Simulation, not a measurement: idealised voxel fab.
Module name: voxel plated lines (process module)
Pictured: cross-section cut, 225 nm wide, on a grid of 5 nm square cells.
Each cross-section below is a grid of square cells, stated as bands in top-down order, with one or more rows of cells making up each band. Read a band's entry like this: the first values are the height of its top and the height of its bottom in nm, and what follows is the sequence of materials from left to right, each with its width in nm. Note that "blank" is empty space, and that a single material marked "full width" reaches across the band from edge to edge. Heights are reckoned from 0. Under this level, the received wafer is all of one material. The bottommost band is open-ended downward, for example "0 -> down". When a width is written as two numbers, as in "30..40", the first number is the width in the top row of cells of the band and the second is the width in its bottom row, and the width changes by the same amount from each row to the next. Any step labelled "same as before" changed none of the cells in the cross-section. Entry "Voids, sealed" = empty spaces >= 8 cells with no open way to the top; each as width x height at distance, distance from left edge, all nm. Whatever follows a step's settings on its line is a remark the simulator itself makes about that step. Among the settings permitted on a step's line is "overlay nm"; applied to a step with a mask, it specifies the extent to which the mask lay to the right of its planned position, whereas a negative figure signifies a position to the left.
# Planned process steps
1. RECEIVE | material Si
2. CONFORMAL_DEP | material Al2O3 | thk nm 10
3. DIRECTIONAL_DEP | material TiN | thk nm 5
4. PATTERN | tone open | mask id LINES | material resist | width nm 15 | pitch nm 40 | thk nm 30 | overlay nm -15
5. EPI | material Ru | thk nm 5
6. EPI | material Ru | thk nm 5
7. STRIP | etch materials resist
8. DIRECTIONAL_ETCH | etch materials TiN | depth nm 5
9. CONFORMAL_DEP | material SiO2 | thk nm 10
The value of overlay nm given for step 4 in the plan refers to the first wafer; the wafers vary in this setting and are alike at the start.
# Cross-section: the first of several wafers in its as-received state, i.e. following step 1
0 -> down: Si full width
Voids, sealed: none
# The figure below presents a cross-section of the first of several wafers at the conclusion of the module, following its last step, step 9
35 -> 25: 60 blank | 35 SiO2 | 5 blank | 35 SiO2 | 90 blank
25 -> 20: 60 blank | 10 SiO2 | 15 Ru | 10 SiO2 | 5 blank | 10 SiO2 | 15 Ru | 10 SiO2 | 90 blank
20 -> 15: 70 SiO2 | 15 Ru | 25 SiO2 | 15 Ru | 100 SiO2
15 -> 10: 70 SiO2 | 15 TiN | 25 SiO2 | 15 TiN | 100 SiO2
10 -> 0: Al2O3 full width
0 -> down: Si full width
Voids, sealed: none
# Of the several wafers, the last: cross-section at the end of the module
35 -> 25: 90 blank | 35 SiO2 | 5 blank | 35 SiO2 | 60 blank
25 -> 20: 90 blank | 10 SiO2 | 15 Ru | 10 SiO2 | 5 blank | 10 SiO2 | 15 Ru | 10 SiO2 | 60 blank
20 -> 15: 100 SiO2 | 15 Ru | 25 SiO2 | 15 Ru | 70 SiO2
15 -> 10: 100 SiO2 | 15 TiN | 25 SiO2 | 15 TiN | 70 SiO2
10 -> 0: Al2O3 full width
0 -> down: Si full width
Voids, sealed: none
# The rows of the table below are wafers. Looking at the end of the module, a row counts, for every material, the cells the wafer has gained, shown as (+), or lost, shown as (-), since it was received; its closed voids come next
overlay nm -15; +90 Al2O3; +12 Ru; +114 SiO2; +6 TiN; Voids, sealed: none
overlay nm -10; +90 Al2O3; +12 Ru; +114 SiO2; +6 TiN; Voids, sealed: none
overlay nm -5; +90 Al2O3; +12 Ru; +114 SiO2; +6 TiN; Voids, sealed: none
overlay nm 0; +90 Al2O3; +12 Ru; +114 SiO2; +6 TiN; Voids, sealed: none
overlay nm 5; +90 Al2O3; +12 Ru; +114 SiO2; +6 TiN; Voids, sealed: none
overlay nm 10; +90 Al2O3; +12 Ru; +114 SiO2; +6 TiN; Voids, sealed: none
overlay nm 15; +90 Al2O3; +12 Ru; +114 SiO2; +6 TiN; Voids, sealed: none
